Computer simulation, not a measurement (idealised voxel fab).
Process module, titled voxel lift off
Xsec cut, 250 nm wide, square cell size 5 nm.
Think of the cross-section as a grid of square cells. We describe it in bands, top to bottom, and each band covers one or more rows of those cells.
Within each band entry, the heights of the top and of the bottom of the band appear first, in that order and in nm; the materials of the band then follow from left to right, each with its corresponding width in nm. The designation "all across" on a single material indicates that it fills the band from edge to edge; the designation "air" indicates empty space.
Height 0 is the level under which the wafer as received is all one material. The lowest band goes on downwards, as in "0 and below".
A two-number width, for instance "30..40", indicates that the width is equal to the first number in the top row of the band and to the second number in the bottom row, and that it changes by a constant amount per row of cells.
You'll sometimes find "no modification" written for a step, and that's the way of saying that nowhere in the cross-section did a cell change during that step.
Enclosed voids (no open way to top), threshold 8 cells or more, entry "Trapped cavities", notation width x height at distance, distance from left edge, nm.
Text after the settings on a step's line: the simulator's own remark on that step.
overlay nm: step with mask; distance mask lay right of planned place; negative value = left of planned place.

-- This section lists the process steps that were planned
1) op RECEIVE | material Si
2) op CONFORMAL_DEP | material SiO2 | thk nm 15
3) op PATTERN | tone open | mask id LINES | material resist | width nm 30 | pitch nm 55 | thk nm 30 | overlay nm 0
4) op DIRECTIONAL_DEP | material Ru | thk nm 15
5) op STRIP | etch materials resist
6) op CONFORMAL_DEP | material SiO2 | thk nm 10

-- First wafer out of two, processed as planned

-- Cross-section, incoming material, after step 1
> 0 and below  Si all across
> Trapped cavities: none

-- Wafer xsec, post step 2
> 15 down to 0  SiO2 all across
> Below 0, no change.

-- Wafer xsec, post step 3
> 45 down to 15  80 resist; 30 air; 25 resist; 30 air; 85 resist
> Below 15, no change.

-- Wafer xsec, post step 4
> 60 down to 45  80 Ru; 30 air; 25 Ru; 30 air; 85 Ru
> 45 down to 30  80 resist; 30 air; 25 resist; 30 air; 85 resist
> 30 down to 15  80 resist; 30 Ru; 25 resist; 30 Ru; 85 resist
> Below 15, no change.

-- Wafer xsec, post step 5
> 30 down to 15  80 air; 30 Ru; 25 air; 30 Ru; 85 air
> Below 15, no change.

-- Wafer xsec, post step 6
> 40 down to 30  70 air; 50 SiO2; 5 air; 50 SiO2; 75 air
> 30 down to 25  70 air; 10 SiO2; 30 Ru; 10 SiO2; 5 air; 10 SiO2; 30 Ru; 10 SiO2; 75 air
> 25 down to 15  80 SiO2; 30 Ru; 25 SiO2; 30 Ru; 85 SiO2
> Below 15, no change.

-- The Second Wafer: Common Origin and Plan, One Mistake in Execution, Identical to the First Through Step 2

-- Cross-section of the second wafer at the time step 3 of the plan should have ended
> 45 down to 15  80 air; 30 resist; 25 air; 30 resist; 85 air
> Below 15, no change.

-- Cross-section of the second wafer at the time step 4 of the plan should have ended
> 60 down to 45  80 air; 30 Ru; 25 air; 30 Ru; 85 air
> 45 down to 30  80 air; 30 resist; 25 air; 30 resist; 85 air
> 30 down to 15  80 Ru; 30 resist; 25 Ru; 30 resist; 85 Ru
> Below 15, no change.

-- Cross-section of the second wafer at the time step 5 of the plan should have ended
> 30 down to 15  80 Ru; 30 air; 25 Ru; 30 air; 85 Ru
> Below 15, no change.

-- Cross-section of the second wafer at the time step 6 of the plan should have ended
> 40 down to 30  90 SiO2; 10 air; 45 SiO2; 10 air; 95 SiO2
> 30 down to 25  80 Ru; 10 SiO2; 10 air; 10 SiO2; 25 Ru; 10 SiO2; 10 air; 10 SiO2; 85 Ru
> 25 down to 15  80 Ru; 30 SiO2; 25 Ru; 30 SiO2; 85 Ru
> Below 15, no change.
Plan not followed: rather than as planned, step 3 actually ran as op PATTERN | tone cover | mask id LINES | material resist | width nm 30 | pitch nm 55 | thk nm 30 | overlay nm 0
Counted in cells at the end, the second wafer holds more or fewer of these materials than the first: 78 more of Ru
